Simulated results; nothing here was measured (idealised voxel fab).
The following is a process module called voxel trench capacitor.
The cross-section on display is named cut; it measures 165 nm wide, and its cells are 5 nm squares.
In what follows, cross-sections appear as grids of square cells, described through bands that run from the top down, where every band is one or more rows of cells.
Top height, bottom height, nm. Materials left to right, width each, nm. Single material + "edge to edge" = fills band edge to edge. "empty" = empty.
Measure heights from 0. That's the level where, below it, the as-received wafer is all one material. The lowest band is bottomless and extends downward; write it as in "0 and below".
Think of "30 to 40" as a width that walks from the first number to the second as you go down the band, top row to bottom row, taking equal-sized steps from row to row.
What does "remained the same" mean for a step? It means no cell of the cross-section changed in that step.
So "Closed voids list" is basically the list of trapped voids: any empty space of 8 cells or more that can't reach the top through an opening. They're written width x height at distance, the distance being from the left edge, and it's all nm.
Heads up: the bit after the settings on a step's line is the simulator's remark on that step.
What "overlay nm" on a step's line means: if the step has a mask, that mask lay this far to the right of its planned place, or, when the value is negative, to the left.
THIS SECTION LISTS THE PROCESS STEPS THAT WERE PLANNED
1: RECEIVE (material Si)
2: CONFORMAL_DEP (material SiN; thk nm 5)
3: PATTERN (tone open; mask id TRENCH; material resist; width nm 20; pitch nm 45; thk nm 15; overlay nm 0)
4: DIRECTIONAL_ETCH (etch materials SiN; depth nm 5)
5: DIRECTIONAL_ETCH (etch materials Si; depth nm 25)
6: STRIP (etch materials resist)
7: CONFORMAL_DEP (material SiO2; thk nm 5)
8: FILL_DEP (material polySi; thk nm 10)
9: CMP (height nm 5)
RECEIVED-STATE CROSS-SECTION, REFLECTING COMPLETION OF STEP 1
    0 and below  Si edge to edge
    Closed voids list: none
HERE'S THE WAFER CUT IN CROSS-SECTION AFTER THE MODULE, STARTED AND PLANNED JUST LIKE ABOVE, EXCEPT ONE THING WAS DONE WRONG IN THE RUN
    5 down to 0  SiN 40, SiO2 5, polySi 10, SiO2 5, SiN 25, SiO2 5, polySi 10, SiO2 5, SiN 60
    0 down to -20  Si 40, SiO2 5, polySi 10, SiO2 5, Si 25, SiO2 5, polySi 10, SiO2 5, Si 60
    -20 down to -25  Si 40, SiO2 20, Si 25, SiO2 20, Si 60
    -25 and below  Si edge to edge
    Closed voids list: none
Here's what went sideways: contrary to plan, step 3 was performed as PATTERN (tone open; mask id TRENCH; material resist; width nm 20; pitch nm 45; thk nm 15; overlay nm -10)
